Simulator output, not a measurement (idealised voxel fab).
Documented hereafter: the process module known as voxel fin reveal.
Section cut is 280 nm wide and gridded with 5 nm square cells.
Cross-section spec: square-cell grid; bands listed top down; each band is one or more rows.
In this notation a band is specified by the heights of its top and bottom, in that order and in nm, after which its materials appear from left to right, each paired with its width in nm. The word "edge to edge" attached to a single material means that material fills the band from edge to edge; the word "air" stands for empty space.
Zero point of the height axis is 0; under it, received wafer = one material. Lowest band: continues down indefinitely, "top 0, no bottom".
The two numbers in a width such as "30->40" mark its ends across the band: the first belongs to the top row of cells, the second to the bottom row, and from each row to the next the width moves by the same amount.
The designation "nothing got changed", where it is given for a processing step, indicates that no cell of the cross-section was altered in the course of that step.
"Voids, sealed" means: voids of 8 cells or more that are shut off from the top with no open way through. Written width x height at distance, distance from the left edge, in nm.
Past the settings on a step's line: simulator remark, on that step.
When a step includes a mask, the "overlay nm" setting on its line states how far to the right of its planned place that mask lay, and negative values state how far to the left.
These are the steps we planned for the process:
1) RECEIVE | material Si
2) CONFORMAL_DEP | material SiN | thk nm 5
3) MASKED_ETCH | tone cover | mask id FINS | width nm 15 | pitch nm 40 | etch materials SiN | depth nm 5 | overlay nm 0
4) MASKED_ETCH | tone cover | mask id FINS | width nm 15 | pitch nm 40 | etch materials Si | depth nm 35 | overlay nm 0
5) OXIDIZE | depth nm 5
6) FILL_DEP | material SiO2 | thk nm 15
7) CMP | height nm 5
8) SELECTIVE_ETCH | etch materials SiO2 | depth nm 30
9) STRIP | etch materials SiN
As received (post step 1): cross-section:
- top 0, no bottom | Si edge to edge
- Voids, sealed: none
Cross-section, first of two wafers, end of module, run as planned:
- top 0, bottom -25 | air=95  Si=5  air=35  Si=5  air=35  Si=5  air=100
- top -25, bottom -40 | SiO2=95  Si=5  SiO2=35  Si=5  SiO2=35  Si=5  SiO2=100
- top -40, no bottom | Si edge to edge
- Voids, sealed: none
This cross-section belongs to the second wafer of two at the end of the module; the start and the plan were shared with the first, and the run included one mistake:
- top 5, bottom 0 | air=90  SiN=15  air=25  SiN=15  air=25  SiN=15  air=95
- top 0, bottom -40 | air=95  Si=5  air=35  Si=5  air=35  Si=5  air=100
- top -40, no bottom | Si edge to edge
- Voids, sealed: none
The plan and the run diverged here: step 9: run off-plan, actual operation and settings STRIP | etch materials SiO2
Final comparison by cell count, materials where the second wafer has more or fewer than the first: 9 more of SiN; 159 fewer of SiO2
